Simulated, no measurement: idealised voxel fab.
process module | voxel capacitor over wiring
cross-section cut | 260 nm wide | cells 5 nm
A cross-section is a grid of square cells, given in bands from the top down. A band is one or more rows of cells.
Each band's line starts with the height of the band's top and of its bottom, in nm. Then come its materials from left to right, each with its width in nm. One material with "throughout" fills the band from edge to edge. "air" is empty space.
Height 0 is the level under which the wafer as received is all one material. The lowest band goes on downwards, as in "0 down".
A width such as "30 to 40" changes by the same amount from each row of cells to the next, from the band's top row to its bottom row.
"no change" after a step means that no cell of the cross-section changed.
closed voids: empty space of 8 cells or more with no open way to the top, each as width x height at its distance from the left edge, in nm
after a step's settings: what the simulator itself notes on the step
overlay nm, on a step with a mask: how far to the right of its planned place the mask lay; to the left if negative
plan
1 op RECEIVE | material Si
2 op CONFORMAL_DEP | material SiO2 | thk nm 10
3 op CONFORMAL_DEP | material SiN | thk nm 5
4 op DIRECTIONAL_DEP | material lowk | thk nm 15
5 op PATTERN | tone open | mask id METAL_1 | material resist | width nm 30 | pitch nm 90 | thk nm 15 | overlay nm 0
6 op DIRECTIONAL_ETCH | etch materials lowk | depth nm 15
7 op DIRECTIONAL_ETCH | etch materials SiN | depth nm 5
8 op STRIP | etch materials resist
9 op CONFORMAL_DEP | material TiN | thk nm 5
10 op FILL_DEP | material Cu | thk nm 10
11 op CMP | height nm 30
12 op CONFORMAL_DEP | material SiCN | thk nm 5
13 op DIRECTIONAL_DEP | material SiO2 | thk nm 10
14 op MASKED_ETCH | tone open | mask id PLUG_1 | width nm 15 | etch materials SiO2 | depth nm 10 | overlay nm 0
15 op MASKED_ETCH | tone open | mask id PLUG_1 | width nm 15 | etch materials SiCN | depth nm 5 | overlay nm 0
16 op EPI | material Ru | thk nm 10
17 op EPI | material Ru | thk nm 5
18 op DIRECTIONAL_DEP | material TiN | thk nm 10
19 op DIRECTIONAL_DEP | material HfO2 | thk nm 5
20 op DIRECTIONAL_DEP | material TiN | thk nm 5
21 op PATTERN | tone cover | mask id UPPER_PLATE | material resist | width nm 65 | thk nm 15 | overlay nm 0
22 op DIRECTIONAL_ETCH | etch materials TiN | depth nm 5
23 op DIRECTIONAL_ETCH | etch materials HfO2 | depth nm 5
24 op STRIP | etch materials resist
25 op DIRECTIONAL_DEP | material aC | thk nm 15
26 op PATTERN | tone cover | mask id LOWER_PLATE | material resist | width nm 75 | thk nm 35 | overlay nm 0
27 op DIRECTIONAL_ETCH | etch materials aC | depth nm 15
28 op STRIP | etch materials resist
29 op DIRECTIONAL_ETCH | etch materials TiN | depth nm 10
30 op STRIP | etch materials aC
31 op FILL_DEP | material SiO2 | thk nm 15
32 op CMP | height nm 75
33 op PATTERN | tone open | mask id PLUG_2 | material resist | width nm 15 | thk nm 15 | overlay nm 0
34 op DIRECTIONAL_ETCH | etch materials SiO2 | depth nm 10
35 op STRIP | etch materials resist
36 op CONFORMAL_DEP | material TiN | thk nm 5
37 op FILL_DEP | material Cu | thk nm 10
38 op CMP | height nm 75
39 op CONFORMAL_DEP | material SiN | thk nm 5
varied across the wafers: thk nm of step 36. The plan shows the first wafer's value. All wafers start alike
first wafer as received, after step 1
  0 down: Si throughout
  closed voids: none
first wafer at the end, after step 39
  80 to 75: SiN throughout
  75 to 70: SiO2 95 | TiN 5 | Cu 5 | TiN 5 | SiO2 150
  70 to 60: SiO2 95 to 85 | TiN 15 to 65 | SiO2 150 to 110
  60 to 55: SiO2 85 | HfO2 65 | SiO2 110
  55 to 45: SiO2 80 | TiN 75 | SiO2 105
  45 to 35: SiO2 85 | Ru 15 | SiO2 160
  35 to 30: SiCN 85 | Ru 15 | SiCN 160
  30 to 15: lowk 70 | TiN 5 | Cu 20 | TiN 5 | lowk 60 | TiN 5 | Cu 20 | TiN 5 | lowk 70
  15 to 10: SiN 70 | TiN 30 | SiN 60 | TiN 30 | SiN 70
  10 to 0: SiO2 throughout
  0 down: Si throughout
  closed voids: none
last wafer at the end
  80 to 75: SiN throughout
  75 to 65: SiO2 95 | TiN 15 | SiO2 150
  65 to 60: SiO2 85 | TiN 65 | SiO2 110
  60 to 55: SiO2 85 | HfO2 65 | SiO2 110
  55 to 45: SiO2 80 | TiN 75 | SiO2 105
  45 to 35: SiO2 85 | Ru 15 | SiO2 160
  35 to 30: SiCN 85 | Ru 15 | SiCN 160
  30 to 15: lowk 70 | TiN 5 | Cu 20 | TiN 5 | lowk 60 | TiN 5 | Cu 20 | TiN 5 | lowk 70
  15 to 10: SiN 70 | TiN 30 | SiN 60 | TiN 30 | SiN 70
  10 to 0: SiO2 throughout
  0 down: Si throughout
  closed voids: none
each wafer at the end: cells of each material gained (+) or lost (-) since it was received, then its closed voids
thk nm 5 | +25 Cu | +13 HfO2 | +9 Ru | +49 SiCN | +92 SiN | +452 SiO2 | +72 TiN | +120 lowk | closed voids: none
thk nm 10 | +24 Cu | +13 HfO2 | +9 Ru | +49 SiCN | +92 SiN | +452 SiO2 | +73 TiN | +120 lowk | closed voids: none
thk nm 15 | +24 Cu | +13 HfO2 | +9 Ru | +49 SiCN | +92 SiN | +452 SiO2 | +73 TiN | +120 lowk | closed voids: none
thk nm 20 | +24 Cu | +13 HfO2 | +9 Ru | +49 SiCN | +92 SiN | +452 SiO2 | +73 TiN | +120 lowk | closed voids: none
